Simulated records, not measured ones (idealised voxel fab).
Proc. module: voxel wiring stack
In the cross-section labelled cut, the width is 185 nm and each square cell is 5 nm.
Cross-section layout: square cells on a grid; listed as bands, top to bottom; a band spans one or more cell rows.
Basically the band line says how high the top is and how high the bottom is, in nm, and then what's in it from left to right, every material with its width in nm. Empty space shows up as "empty", and if a single material carries "all across" it runs the full band edge to edge.
Note: height 0 marks the level under which the wafer is uniformly one material as received. Lowest band unbounded below, written "0 nm and below".
When a width is written as two numbers, as in "30 to 40", the first number is the width in the top row of cells of the band and the second is the width in its bottom row, and the width changes by the same amount from each row to the next.
Reading "everything unchanged" for a step: not a cell of the cross-section changed in it.
In "Enclosed internal voids" the enclosed voids are listed, meaning empty spaces of 8 cells or larger without any opening to the top. The form is width x height at distance, distance from the left edge, units nm.
Post-settings text on a step line: simulator's own remark regarding the step.
A step's line can hold "overlay nm"; with a mask on that step, the setting says how far right of the planned place the mask lay, while a negative setting says it lay to the left.
Here's what the planned process steps look like:
1: RECEIVE: material Si
2: CONFORMAL_DEP: material SiO2, thk nm 10
3: CONFORMAL_DEP: material SiN, thk nm 5
4: DIRECTIONAL_DEP: material SiO2, thk nm 25
5: MASKED_ETCH: tone open, mask id METAL_1, width nm 20, pitch nm 45, etch materials SiO2, depth nm 25, overlay nm 0
6: MASKED_ETCH: tone open, mask id METAL_1, width nm 20, pitch nm 45, etch materials SiN, depth nm 5, overlay nm 0
7: CONFORMAL_DEP: material TiN, thk nm 5
8: FILL_DEP: material Cu, thk nm 5
9: CMP: height nm 40
10: EPI: material Ru, thk nm 5
11: FILL_DEP: material SiCN, thk nm 5
12: DIRECTIONAL_DEP: material lowk, thk nm 30
13: DIRECTIONAL_DEP: material aC, thk nm 10
14: PATTERN: tone open, mask id METAL_2_HOLES, material resist, width nm 15, pitch nm 45, thk nm 30, overlay nm 0
15: DIRECTIONAL_ETCH: etch materials aC, depth nm 10
16: STRIP: etch materials resist
17: DIRECTIONAL_ETCH: etch materials lowk, depth nm 30
18: STRIP: etch materials aC
19: MASKED_ETCH: tone open, mask id METAL_2, width nm 20, pitch nm 45, etch materials lowk, depth nm 10, overlay nm 0
20: MASKED_ETCH: tone open, mask id METAL_2, width nm 20, pitch nm 45, etch materials SiCN, depth nm 5, overlay nm 0
21: CONFORMAL_DEP: material TiN, thk nm 5
22: FILL_DEP: material Cu, thk nm 10
23: CMP: height nm 80
24: CONFORMAL_DEP: material SiN, thk nm 5
It is noted that the wafers described herein are identical at the outset and are distinguished by the depth nm of step 19; the value stated in the plan corresponds to the first wafer.
Cut through the first of several wafers as received, post step 1:
	0 nm and below = Si all across
	Enclosed internal voids: none
Take a look at the first of several wafers in cross-section: the module is done, and step 24 was its last step:
	85 nm to 80 nm = SiN all across
	80 nm to 70 nm = lowk: 15  TiN: 5  Cu: 10 to 5  TiN: 5 to 10  lowk: 25  TiN: 5  Cu: 10 to 5  TiN: 5 to 10  lowk: 25  TiN: 5  Cu: 10 to 5  TiN: 5 to 10  lowk: 25  TiN: 5  Cu: 10 to 5  TiN: 5 to 10  lowk: 15
	70 nm to 50 nm = lowk: 15  TiN: 5  Cu: 5  TiN: 5  lowk: 30  TiN: 5  Cu: 5  TiN: 5  lowk: 30  TiN: 5  Cu: 5  TiN: 5  lowk: 30  TiN: 5  Cu: 5  TiN: 5  lowk: 20
	50 nm to 45 nm = SiCN: 15  TiN: 15  SiCN: 30  TiN: 15  SiCN: 30  TiN: 15  SiCN: 30  TiN: 15  SiCN: 20
	45 nm to 40 nm = SiCN: 10  Ru: 30  SiCN: 15  Ru: 30  SiCN: 15  Ru: 30  SiCN: 15  Ru: 30  SiCN: 10
	40 nm to 15 nm = SiO2: 15  TiN: 5  Cu: 10  TiN: 5  SiO2: 25  TiN: 5  Cu: 10  TiN: 5  SiO2: 25  TiN: 5  Cu: 10  TiN: 5  SiO2: 25  TiN: 5  Cu: 10  TiN: 5  SiO2: 15
	15 nm to 10 nm = SiN: 15  TiN: 20  SiN: 25  TiN: 20  SiN: 25  TiN: 20  SiN: 25  TiN: 20  SiN: 15
	10 nm to 0 nm = SiO2 all across
	0 nm and below = Si all across
	Enclosed internal voids: none
So this is the cross-section on the last wafer at the end of the module:
	85 nm to 80 nm = SiN all across
	80 nm to 50 nm = lowk: 15  TiN: 5  Cu: 10  TiN: 5  lowk: 25  TiN: 5  Cu: 10  TiN: 5  lowk: 25  TiN: 5  Cu: 10  TiN: 5  lowk: 25  TiN: 5  Cu: 10  TiN: 5  lowk: 15
	50 nm to 45 nm = SiCN: 15  TiN: 20  SiCN: 25  TiN: 20  SiCN: 25  TiN: 20  SiCN: 25  TiN: 20  SiCN: 15
	45 nm to 40 nm = SiCN: 10  Ru: 30  SiCN: 15  Ru: 30  SiCN: 15  Ru: 30  SiCN: 15  Ru: 30  SiCN: 10
	40 nm to 15 nm = SiO2: 15  TiN: 5  Cu: 10  TiN: 5  SiO2: 25  TiN: 5  Cu: 10  TiN: 5  SiO2: 25  TiN: 5  Cu: 10  TiN: 5  SiO2: 25  TiN: 5  Cu: 10  TiN: 5  SiO2: 15
	15 nm to 10 nm = SiN: 15  TiN: 20  SiN: 25  TiN: 20  SiN: 25  TiN: 20  SiN: 25  TiN: 20  SiN: 15
	10 nm to 0 nm = SiO2 all across
	0 nm and below = Si all across
	Enclosed internal voids: none
Here is how to read the rows: every wafer has a row, and it shows the wafer at the end of the module, giving for each material how many cells were gained (+) or lost (-) since the wafer was received, then listing its closed voids:
depth nm 10; +68 Cu; +24 Ru; +38 SiCN; +58 SiN; +179 SiO2; +120 TiN; +142 lowk; Enclosed internal voids: none
depth nm 15; +72 Cu; +24 Ru; +38 SiCN; +58 SiN; +179 SiO2; +120 TiN; +138 lowk; Enclosed internal voids: none
depth nm 20; +76 Cu; +24 Ru; +38 SiCN; +58 SiN; +179 SiO2; +120 TiN; +134 lowk; Enclosed internal voids: none
depth nm 25; +80 Cu; +24 Ru; +38 SiCN; +58 SiN; +179 SiO2; +120 TiN; +130 lowk; Enclosed internal voids: none
depth nm 30; +88 Cu; +24 Ru; +34 SiCN; +58 SiN; +179 SiO2; +120 TiN; +126 lowk; Enclosed internal voids: none
depth nm 35; +88 Cu; +24 Ru; +34 SiCN; +58 SiN; +179 SiO2; +120 TiN; +126 lowk; Enclosed internal voids: none
